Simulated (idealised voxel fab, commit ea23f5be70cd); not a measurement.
voxel transistor to metal: a process module
Section shown: cut. Width: 160 nm. Cell size: 5 nm, square.
Think of the cross-section as a grid of square cells. We describe it in bands, top to bottom, and each band covers one or more rows of those cells.
What a band's entry tells you: where the top is and where the bottom is, as heights in nm, and after that what lies inside, material by material from left to right, each with its width in nm. Empty space is written as the word "empty", and a single material marked with the word "full width" occupies the band from edge to edge.
Heights are reckoned from 0. Under this level, the received wafer is all of one material. The bottommost band is open-ended downward, for example "0 down".
A width such as "30..40" changes by the same amount from each row of cells to the next, from the band's top row to its bottom row.
Take "remained unchanged" at face value: in the step it is given for, the cross-section changed in none of its cells.
"Enclosed cavities" enumerates empty spaces isolated from the top, with no open way to it, that contain at least 8 cells, giving each as width x height at distance from the left edge, all three in nm.
That trailing text on a step's line, after the settings, is the simulator's own remark on the step.
A step's line can hold "overlay nm"; with a mask on that step, the setting says how far right of the planned place the mask lay, while a negative setting says it lay to the left.

# Intended process steps
1 RECEIVE, material Si
2 CONFORMAL_DEP, material SiO2, thk nm 5
3 CONFORMAL_DEP, material SiN, thk nm 10
4 MASKED_ETCH, tone cover, mask id ACTIVE, width nm 115, etch materials SiN, depth nm 10, overlay nm 0
5 MASKED_ETCH, tone cover, mask id ACTIVE, width nm 115, etch materials SiO2, depth nm 5, overlay nm 0
6 MASKED_ETCH, tone cover, mask id ACTIVE, width nm 115, etch materials Si, depth nm 30, overlay nm 0
7 OXIDIZE, depth nm 5
8 FILL_DEP, material SiO2, thk nm 15
9 CMP, height nm 15
10 SELECTIVE_ETCH, etch materials SiO2, depth nm 10
11 STRIP, etch materials SiN
12 SELECTIVE_ETCH, etch materials SiO2, depth nm 5
13 OXIDIZE, depth nm 5
14 DIRECTIONAL_DEP, material polySi, thk nm 25
15 DIRECTIONAL_DEP, material SiCN, thk nm 10
16 PATTERN, tone cover, mask id GATE, material resist, width nm 25, thk nm 20, overlay nm 0
17 DIRECTIONAL_ETCH, etch materials SiCN, depth nm 20
18 DIRECTIONAL_ETCH, etch materials polySi, depth nm 35
19 STRIP, etch materials resist
20 CONFORMAL_DEP, material SiO2, thk nm 5
21 DIRECTIONAL_ETCH, etch materials SiO2, depth nm 5
22 CONFORMAL_DEP, material SiN, thk nm 5
23 DIRECTIONAL_ETCH, etch materials SiN, depth nm 5
24 DIRECTIONAL_ETCH, etch materials SiO2, depth nm 5
25 EPI, material pSi, thk nm 5
26 FILL_DEP, material SiO2, thk nm 10
27 CMP, height nm 35
28 DIRECTIONAL_DEP, material SiO2, thk nm 10
29 MASKED_ETCH, tone open, mask id CONTACT, width nm 35, pitch nm 70, etch materials SiO2, depth nm 45, overlay nm 0
30 CONFORMAL_DEP, material TiN, thk nm 5
31 FILL_DEP, material Ru, thk nm 10
32 CMP, height nm 45
33 CONFORMAL_DEP, material SiN, thk nm 5
34 DIRECTIONAL_DEP, material lowk, thk nm 20
35 PATTERN, tone open, mask id METAL_1, material resist, width nm 20, pitch nm 85, thk nm 20, overlay nm 0
36 DIRECTIONAL_ETCH, etch materials lowk, depth nm 20
37 DIRECTIONAL_ETCH, etch materials SiN, depth nm 5
38 STRIP, etch materials resist
39 CONFORMAL_DEP, material TiN, thk nm 5
40 FILL_DEP, material W, thk nm 5
41 CMP, height nm 70
42 EPI, material Ru, thk nm 5
43 FILL_DEP, material SiCN, thk nm 5

# First of two wafers: run as planned

# Cross-section, incoming material, after step 1
0 down | Si full width
Enclosed cavities: none

# After step 2, in cross-section
5 to 0 | SiO2 full width
Below 0 it's all the same as before, nothing changed down there.

# After step 3, in cross-section
15 to 5 | SiN full width
Below 5 it's all the same as before, nothing changed down there.

# After step 4, in cross-section
15 to 5 | empty=20; SiN=115; empty=25
Below 5 it's all the same as before, nothing changed down there.

# After step 5, in cross-section
15 to 5 | empty=20; SiN=115; empty=25
5 to 0 | empty=20; SiO2=115; empty=25
Below 0 it's all the same as before, nothing changed down there.

# After step 6, in cross-section
15 to 5 | empty=20; SiN=115; empty=25
5 to 0 | empty=20; SiO2=115; empty=25
0 to -30 | empty=20; Si=115; empty=25
Below -30 it's all the same as before, nothing changed down there.

# After step 7, in cross-section
15 to 5 | empty=20; SiN=115; empty=25
5 to 0 | empty=20; SiO2=115; empty=25
0 to -30 | empty=20; SiO2=5; Si=105; SiO2=5; empty=25
-30 to -35 | SiO2=25; Si=105; SiO2=30
Below -35 it's all the same as before, nothing changed down there.

# After step 8, in cross-section
30 to 15 | SiO2 full width
15 to 5 | SiO2=20; SiN=115; SiO2=25
5 to 0 | SiO2 full width
0 to -35 | SiO2=25; Si=105; SiO2=30
Below -35 it's all the same as before, nothing changed down there.

# After step 9, in cross-section
15 to 5 | SiO2=20; SiN=115; SiO2=25
Below 5 it's all the same as before, nothing changed down there.

# After step 10, in cross-section
15 to 5 | empty=20; SiN=115; empty=25
Below 5 it's all the same as before, nothing changed down there.

# After step 11, in cross-section
5 to 0 | SiO2 full width
Below 0 it's all the same as before, nothing changed down there.

# After step 12, in cross-section
0 to -35 | SiO2=25; Si=105; SiO2=30
Below -35 it's all the same as before, nothing changed down there.

# After step 13, in cross-section
0 to -5 | SiO2 full width
Below -5 it's all the same as before, nothing changed down there.

# After step 14, in cross-section
25 to 0 | polySi full width
Below 0 it's all the same as before, nothing changed down there.

# After step 15, in cross-section
35 to 25 | SiCN full width
Below 25 it's all the same as before, nothing changed down there.

# After step 16, in cross-section
55 to 35 | empty=65; resist=25; empty=70
Below 35 it's all the same as before, nothing changed down there.

# After step 17, in cross-section
55 to 35 | empty=65; resist=25; empty=70
35 to 25 | empty=65; SiCN=25; empty=70
Below 25 it's all the same as before, nothing changed down there.

# After step 18, in cross-section
55 to 35 | empty=65; resist=25; empty=70
35 to 25 | empty=65; SiCN=25; empty=70
25 to 0 | empty=65; polySi=25; empty=70
Below 0 it's all the same as before, nothing changed down there.

# After step 19, in cross-section
35 to 25 | empty=65; SiCN=25; empty=70
Below 25 it's all the same as before, nothing changed down there.

# After step 20, in cross-section
40 to 35 | empty=60; SiO2=35; empty=65
35 to 25 | empty=60; SiO2=5; SiCN=25; SiO2=5; empty=65
25 to 5 | empty=60; SiO2=5; polySi=25; SiO2=5; empty=65
5 to 0 | SiO2=65; polySi=25; SiO2=70
Below 0 it's all the same as before, nothing changed down there.

# After step 21, in cross-section
35 to 25 | empty=60; SiO2=5; SiCN=25; SiO2=5; empty=65
25 to 0 | empty=60; SiO2=5; polySi=25; SiO2=5; empty=65
Below 0 it's all the same as before, nothing changed down there.

# After step 22, in cross-section
40 to 35 | empty=55; SiN=45; empty=60
35 to 25 | empty=55; SiN=5; SiO2=5; SiCN=25; SiO2=5; SiN=5; empty=60
25 to 5 | empty=55; SiN=5; SiO2=5; polySi=25; SiO2=5; SiN=5; empty=60
5 to 0 | SiN=60; SiO2=5; polySi=25; SiO2=5; SiN=65
Below 0 it's all the same as before, nothing changed down there.

# After step 23, in cross-section
35 to 25 | empty=55; SiN=5; SiO2=5; SiCN=25; SiO2=5; SiN=5; empty=60
25 to 0 | empty=55; SiN=5; SiO2=5; polySi=25; SiO2=5; SiN=5; empty=60
Below 0 it's all the same as before, nothing changed down there.

# After step 24, in cross-section
35 to 30 | empty=55; SiN=5; empty=5; SiCN=25; empty=5; SiN=5; empty=60
30 to 25 | empty=55; SiN=5; SiO2=5; SiCN=25; SiO2=5; SiN=5; empty=60
25 to 0 | empty=55; SiN=5; SiO2=5; polySi=25; SiO2=5; SiN=5; empty=60
0 to -5 | empty=55; SiO2=45; empty=60
Below -5 it's all the same as before, nothing changed down there.

# After step 25, in cross-section
35 to 30 | empty=55; SiN=5; empty=5; SiCN=25; empty=5; SiN=5; empty=60
30 to 25 | empty=55; SiN=5; SiO2=5; SiCN=25; SiO2=5; SiN=5; empty=60
25 to 0 | empty=55; SiN=5; SiO2=5; polySi=25; SiO2=5; SiN=5; empty=60
0 to -5 | empty=20; pSi=35; SiO2=45; pSi=35; empty=25
Below -5 it's all the same as before, nothing changed down there.

# After step 26, in cross-section
45 to 35 | SiO2 full width
35 to 25 | SiO2=55; SiN=5; SiO2=5; SiCN=25; SiO2=5; SiN=5; SiO2=60
25 to 0 | SiO2=55; SiN=5; SiO2=5; polySi=25; SiO2=5; SiN=5; SiO2=60
0 to -5 | SiO2=20; pSi=35; SiO2=45; pSi=35; SiO2=25
Below -5 it's all the same as before, nothing changed down there.

# After step 27, in cross-section
35 to 25 | SiO2=55; SiN=5; SiO2=5; SiCN=25; SiO2=5; SiN=5; SiO2=60
Below 25 it's all the same as before, nothing changed down there.

# After step 28, in cross-section
45 to 35 | SiO2 full width
Below 35 it's all the same as before, nothing changed down there.

# After step 29, in cross-section
45 to 35 | SiO2=25; empty=35; SiO2=35; empty=35; SiO2=30
35 to 25 | SiO2=25; empty=30; SiN=5; SiO2=5; SiCN=25; SiO2=5; SiN=5; empty=30; SiO2=30
25 to 0 | SiO2=25; empty=30; SiN=5; SiO2=5; polySi=25; SiO2=5; SiN=5; empty=30; SiO2=30
Below 0 it's all the same as before, nothing changed down there.

# After step 30, in cross-section
50 to 45 | TiN=30; empty=25; TiN=45; empty=25; TiN=35
45 to 35 | SiO2=25; TiN=5; empty=25..20; TiN=5..10; SiO2=35; TiN=5..10; empty=25..20; TiN=5; SiO2=30
35 to 25 | SiO2=25; TiN=5; empty=20; TiN=5; SiN=5; SiO2=5; SiCN=25; SiO2=5; SiN=5; TiN=5; empty=20; TiN=5; SiO2=30
25 to 5 | SiO2=25; TiN=5; empty=20; TiN=5; SiN=5; SiO2=5; polySi=25; SiO2=5; SiN=5; TiN=5; empty=20; TiN=5; SiO2=30
5 to 0 | SiO2=25; TiN=30; SiN=5; SiO2=5; polySi=25; SiO2=5; SiN=5; TiN=30; SiO2=30
Below 0 it's all the same as before, nothing changed down there.

# After step 31, in cross-section
60 to 50 | Ru full width
50 to 45 | TiN=30; Ru=25; TiN=45; Ru=25; TiN=35
45 to 35 | SiO2=25; TiN=5; Ru=25..20; TiN=5..10; SiO2=35; TiN=5..10; Ru=25..20; TiN=5; SiO2=30
35 to 25 | SiO2=25; TiN=5; Ru=20; TiN=5; SiN=5; SiO2=5; SiCN=25; SiO2=5; SiN=5; TiN=5; Ru=20; TiN=5; SiO2=30
25 to 5 | SiO2=25; TiN=5; Ru=20; TiN=5; SiN=5; SiO2=5; polySi=25; SiO2=5; SiN=5; TiN=5; Ru=20; TiN=5; SiO2=30
Below 5 it's all the same as before, nothing changed down there.

# After step 32, in cross-section
45 to 35 | SiO2=25; TiN=5; Ru=25..20; TiN=5..10; SiO2=35; TiN=5..10; Ru=25..20; TiN=5; SiO2=30
Below 35 it's all the same as before, nothing changed down there.

# After step 33, in cross-section
50 to 45 | SiN full width
Below 45 it's all the same as before, nothing changed down there.

# After step 34, in cross-section
70 to 50 | lowk full width
Below 50 it's all the same as before, nothing changed down there.

# After step 35, in cross-section
90 to 70 | resist=25; empty=20; resist=65; empty=20; resist=30
Below 70 it's all the same as before, nothing changed down there.

# After step 36, in cross-section
90 to 70 | resist=25; empty=20; resist=65; empty=20; resist=30
70 to 50 | lowk=25; empty=20; lowk=65; empty=20; lowk=30
Below 50 it's all the same as before, nothing changed down there.

# After step 37, in cross-section
90 to 70 | resist=25; empty=20; resist=65; empty=20; resist=30
70 to 50 | lowk=25; empty=20; lowk=65; empty=20; lowk=30
50 to 45 | SiN=25; empty=20; SiN=65; empty=20; SiN=30
Below 45 it's all the same as before, nothing changed down there.

# After step 38, in cross-section
70 to 50 | lowk=25; empty=20; lowk=65; empty=20; lowk=30
Below 50 it's all the same as before, nothing changed down there.

# After step 39, in cross-section
75 to 70 | TiN=30; empty=10; TiN=75; empty=10; TiN=35
70 to 50 | lowk=25; TiN=5; empty=10; TiN=5; lowk=65; TiN=5; empty=10; TiN=5; lowk=30
50 to 45 | SiN=25; TiN=20; SiN=65; TiN=20; SiN=30
Below 45 it's all the same as before, nothing changed down there.

# After step 40, in cross-section
80 to 75 | W full width
75 to 70 | TiN=30; W=10; TiN=75; W=10; TiN=35
70 to 50 | lowk=25; TiN=5; W=10; TiN=5; lowk=65; TiN=5; W=10; TiN=5; lowk=30
Below 50 it's all the same as before, nothing changed down there.

# After step 41, in cross-section
70 to 50 | lowk=25; TiN=5; W=10; TiN=5; lowk=65; TiN=5; W=10; TiN=5; lowk=30
Below 50 it's all the same as before, nothing changed down there.

# After step 42, in cross-section
75 to 70 | empty=20; Ru=30; empty=55; Ru=30; empty=25
Below 70 it's all the same as before, nothing changed down there.

# After step 43, in cross-section
80 to 75 | SiCN full width
75 to 70 | SiCN=20; Ru=30; SiCN=55; Ru=30; SiCN=25
Below 70 it's all the same as before, nothing changed down there.

# Here the second wafer is described. Its start and its plan were those of the first wafer. Its run contained one mistake. Up to and including step 40, it did exactly what the first wafer did

# The second wafer cut through, at the time step 41 was supposed to be finished
60 to 50 | lowk=25; TiN=5; W=10; TiN=5; lowk=65; TiN=5; W=10; TiN=5; lowk=30
Below 50 it's all the same as before, nothing changed down there.

# The second wafer cut through, at the time step 42 was supposed to be finished
65 to 60 | empty=20; Ru=30; empty=55; Ru=30; empty=25
Below 60 it's all the same as before, nothing changed down there.

# The second wafer cut through, at the time step 43 was supposed to be finished
70 to 65 | SiCN full width
65 to 60 | SiCN=20; Ru=30; SiCN=55; Ru=30; SiCN=25
Below 60 it's all the same as before, nothing changed down there.
Short version of what went wrong: step 41 did not happen as planned, as run it was CMP, height nm 60
Final wafer comparison in cells, second versus first, more or fewer per material: TiN -8, W -8, lowk -48
